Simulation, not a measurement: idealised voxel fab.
process module | voxel wiring stack
cross-section cut | 205 nm wide | cells 5 nm
A cross-section is a grid of square cells, given in bands from the top down. A band is one or more rows of cells.
Each band's line starts with the height of the band's top and of its bottom, in nm. Then come its materials from left to right, each with its width in nm. One material with "throughout" fills the band from edge to edge. "air" is empty space.
Height 0 is the level under which the wafer as received is all one material. The lowest band goes on downwards, as in "0 down".
A width such as "30 to 40" changes by the same amount from each row of cells to the next, from the band's top row to its bottom row.
"no change" after a step means that no cell of the cross-section changed.
closed voids: empty space of 8 cells or more with no open way to the top, each as width x height at its distance from the left edge, in nm
after a step's settings: what the simulator itself notes on the step
overlay nm, on a step with a mask: how far to the right of its planned place the mask lay; to the left if negative
plan
1 op RECEIVE | material Si
2 op CONFORMAL_DEP | material SiO2 | thk nm 15
3 op DIRECTIONAL_DEP | material TiN | thk nm 5
4 op DIRECTIONAL_DEP | material W | thk nm 15
5 op MASKED_ETCH | tone cover | mask id METAL_1 | width nm 25 | pitch nm 55 | etch materials W | depth nm 15 | overlay nm 0
6 op MASKED_ETCH | tone cover | mask id METAL_1 | width nm 25 | pitch nm 55 | etch materials TiN | depth nm 5 | overlay nm 0
7 op CONFORMAL_DEP | material SiCN | thk nm 5
8 op FILL_DEP | material SiO2 | thk nm 10
9 op CMP | height nm 35
10 op CONFORMAL_DEP | material SiCN | thk nm 5
11 op DIRECTIONAL_DEP | material SiO2 | thk nm 20
12 op PATTERN | tone open | mask id PLUG_1 | material resist | width nm 15 | pitch nm 55 | thk nm 15 | overlay nm 0
13 op DIRECTIONAL_ETCH | etch materials SiO2 | depth nm 20
14 op DIRECTIONAL_ETCH | etch materials SiCN | depth nm 5
15 op STRIP | etch materials resist
16 op CONFORMAL_DEP | material TiN | thk nm 5
17 op FILL_DEP | material Cu | thk nm 5
18 op CMP | height nm 60
19 op CONFORMAL_DEP | material SiCN | thk nm 5
20 op DIRECTIONAL_DEP | material lowk | thk nm 15
21 op DIRECTIONAL_DEP | material aC | thk nm 10
22 op PATTERN | tone open | mask id METAL_2 | material resist | width nm 25 | pitch nm 55 | thk nm 25 | overlay nm 0
23 op DIRECTIONAL_ETCH | etch materials aC | depth nm 10
24 op STRIP | etch materials resist
25 op DIRECTIONAL_ETCH | etch materials lowk | depth nm 15
26 op DIRECTIONAL_ETCH | etch materials SiCN | depth nm 5
27 op STRIP | etch materials aC
28 op CONFORMAL_DEP | material TiN | thk nm 5
29 op FILL_DEP | material Cu | thk nm 10
30 op CMP | height nm 80
31 op CONFORMAL_DEP | material SiCN | thk nm 5
32 op DIRECTIONAL_DEP | material SiO2 | thk nm 15
33 op PATTERN | tone open | mask id PLUG_2 | material resist | width nm 15 | pitch nm 55 | thk nm 20 | overlay nm 0
34 op DIRECTIONAL_ETCH | etch materials SiO2 | depth nm 15
35 op DIRECTIONAL_ETCH | etch materials SiCN | depth nm 5
36 op STRIP | etch materials resist
37 op EPI | material Ru | thk nm 10
38 op EPI | material Ru | thk nm 10
39 op CONFORMAL_DEP | material SiCN | thk nm 5
40 op DIRECTIONAL_DEP | material SiO2 | thk nm 20
41 op DIRECTIONAL_DEP | material aC | thk nm 10
42 op PATTERN | tone open | mask id METAL_3 | material resist | width nm 25 | pitch nm 55 | thk nm 25 | overlay nm 0
43 op DIRECTIONAL_ETCH | etch materials aC | depth nm 10
44 op STRIP | etch materials resist
45 op DIRECTIONAL_ETCH | etch materials SiO2 | depth nm 20
46 op DIRECTIONAL_ETCH | etch materials SiCN | depth nm 5
47 op STRIP | etch materials aC
48 op CONFORMAL_DEP | material TiN | thk nm 5
49 op FILL_DEP | material Ru | thk nm 10
50 op CMP | height nm 125
51 op CONFORMAL_DEP | material SiN | thk nm 5
as received, after step 1
  0 down: Si throughout
  closed voids: none
a wafer at the end: this start, this plan, one mistake
  130 to 125: SiN throughout
  125 to 105: SiO2 60 | TiN 5 | Ru 15 | TiN 5 | SiO2 30 | TiN 5 | Ru 15 | TiN 5 | SiO2 65
  105 to 100: SiCN 60 | TiN 25 | SiCN 30 | TiN 25 | SiCN 65
  100 to 85: SiO2 60 | Ru 15 | SiO2 40 | Ru 15 | SiO2 75
  85 to 80: SiCN 60 | Ru 15 | SiCN 40 | Ru 15 | SiCN 75
  80 to 65: lowk 60 | TiN 5 | Cu 15 | TiN 5 | lowk 30 | TiN 5 | Cu 15 | TiN 5 | lowk 65
  65 to 60: SiCN 60 | TiN 25 | SiCN 30 | TiN 25 | SiCN 65
  60 to 40: SiO2 60 | TiN 5 | Cu 10 | TiN 5 | SiO2 35 | TiN 5 | Cu 10 | TiN 5 | SiO2 70
  40 to 35: SiCN 60 | TiN 20 | SiCN 35 | TiN 20 | SiCN 70
  35 to 20: SiO2 55 | SiCN 5 | W 25 | SiCN 5 | SiO2 20 | SiCN 5 | W 25 | SiCN 5 | SiO2 60
  20 to 15: SiCN 60 | TiN 25 | SiCN 30 | TiN 25 | SiCN 65
  15 to 0: SiO2 throughout
  0 down: Si throughout
  closed voids: none
what went wrong: step 12 ran as: op PATTERN | tone open | mask id PLUG_1 | material resist | width nm 20 | pitch nm 55 | thk nm 15 | overlay nm 0
